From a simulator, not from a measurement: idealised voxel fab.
This section sets out a process module, namely voxel capacitor over wiring.
Cross-sectional view cut (width: 295 nm; square cell size: 5 nm).
Notation: cross-section as square-cell grid; stated in bands, top first, going down; one or more cell rows per band.
Band: top and bottom heights (nm) first, top before bottom; then materials from left to right, widths in nm. "everywhere" marks a sole material filling the band edge to edge. "blank" denotes empty space.
Height reference: 0 = level under which incoming wafer is all one material. Lowest band: no bottom, runs on downward, e.g. "0 down".
Think of "30->40" as a width that walks from the first number to the second as you go down the band, top row to bottom row, taking equal-sized steps from row to row.
"nothing altered" -> step changed no cross-section cell.
The entry "Closed void roster" lists the empty spaces that cover at least 8 cells and have no open path to the top. Each is written as width x height at distance, where the distance is measured from the left edge and all three values are in nm.
Heads up: the bit after the settings on a step's line is the simulator's remark on that step.
overlay nm: on a step with a mask, how far right of its planned place the mask lay; negative means left.
These are the steps we planned for the process
step 1: op RECEIVE | material Si
step 2: op CONFORMAL_DEP | material SiO2 | thk nm 10
step 3: op CONFORMAL_DEP | material SiN | thk nm 5
step 4: op DIRECTIONAL_DEP | material SiO2 | thk nm 20
step 5: op PATTERN | tone open | mask id METAL_1 | material resist | width nm 20 | pitch nm 90 | thk nm 15 | overlay nm 0
step 6: op DIRECTIONAL_ETCH | etch materials SiO2 | depth nm 20
step 7: op DIRECTIONAL_ETCH | etch materials SiN | depth nm 5
step 8: op STRIP | etch materials resist
step 9: op CONFORMAL_DEP | material TiN | thk nm 5
step 10: op FILL_DEP | material W | thk nm 5
step 11: op CMP | height nm 35
step 12: op CONFORMAL_DEP | material SiCN | thk nm 5
step 13: op DIRECTIONAL_DEP | material lowk | thk nm 10
step 14: op PATTERN | tone open | mask id PLUG_1 | material resist | width nm 15 | thk nm 15 | overlay nm 0
step 15: op DIRECTIONAL_ETCH | etch materials lowk | depth nm 10
step 16: op DIRECTIONAL_ETCH | etch materials SiCN | depth nm 5
step 17: op STRIP | etch materials resist
step 18: op CONFORMAL_DEP | material TiN | thk nm 5
step 19: op FILL_DEP | material W | thk nm 10
step 20: op CMP | height nm 50
step 21: op DIRECTIONAL_DEP | material TiN | thk nm 10
step 22: op DIRECTIONAL_DEP | material Al2O3 | thk nm 5
step 23: op DIRECTIONAL_DEP | material TiN | thk nm 5
step 24: op DIRECTIONAL_DEP | material aC | thk nm 15
step 25: op PATTERN | tone cover | mask id UPPER_PLATE | material resist | width nm 75 | thk nm 35 | overlay nm 0
step 26: op DIRECTIONAL_ETCH | etch materials aC | depth nm 15
step 27: op STRIP | etch materials resist
step 28: op DIRECTIONAL_ETCH | etch materials TiN | depth nm 5
step 29: op DIRECTIONAL_ETCH | etch materials Al2O3 | depth nm 5
step 30: op STRIP | etch materials aC
step 31: op PATTERN | tone cover | mask id LOWER_PLATE | material resist | width nm 85 | thk nm 20 | overlay nm 0
step 32: op DIRECTIONAL_ETCH | etch materials TiN | depth nm 10
step 33: op STRIP | etch materials resist
step 34: op FILL_DEP | material SiO2 | thk nm 20
step 35: op CMP | height nm 85
step 36: op PATTERN | tone open | mask id PLUG_2 | material resist | width nm 15 | thk nm 20 | overlay nm 0
step 37: op DIRECTIONAL_ETCH | etch materials SiO2 | depth nm 15
step 38: op STRIP | etch materials resist
step 39: op CONFORMAL_DEP | material TiN | thk nm 5
step 40: op FILL_DEP | material W | thk nm 10
step 41: op CMP | height nm 85
step 42: op CONFORMAL_DEP | material SiN | thk nm 5
Wafer as received: cross-section following step 1
0 down = Si everywhere
Closed void roster: none
End-of-module cross-section. Starting structure and process plan as above; one mistake made in running it
90 to 85 = SiN everywhere
85 to 75 = SiO2 105 nm | TiN 5 nm | W 5 nm | TiN 5 nm | SiO2 175 nm
75 to 65 = SiO2 105->95 nm | TiN 15->75 nm | SiO2 175->125 nm
65 to 60 = SiO2 95 nm | Al2O3 75 nm | SiO2 125 nm
60 to 50 = SiO2 90 nm | TiN 85 nm | SiO2 120 nm
50 to 45 = W everywhere
45 to 40 = TiN 100 nm | W 5 nm | TiN 190 nm
40 to 30 = lowk 95 nm | TiN 5 nm | W 5 nm | TiN 5 nm | lowk 185 nm
30 to 25 = SiCN 95 nm | TiN 15 nm | SiCN 185 nm
25 to 15 = SiO2 90 nm | TiN 5 nm | W 10 nm | TiN 5 nm | SiO2 70 nm | TiN 5 nm | W 10 nm | TiN 5 nm | SiO2 95 nm
15 to 10 = SiN 90 nm | TiN 20 nm | SiN 70 nm | TiN 20 nm | SiN 95 nm
10 to 0 = SiO2 everywhere
0 down = Si everywhere
Closed void roster: none
In executing the process, a mistake was made relative to the plan: step 11 was run on a setting that differed from the plan, and what really ran there is op CMP | height nm 25
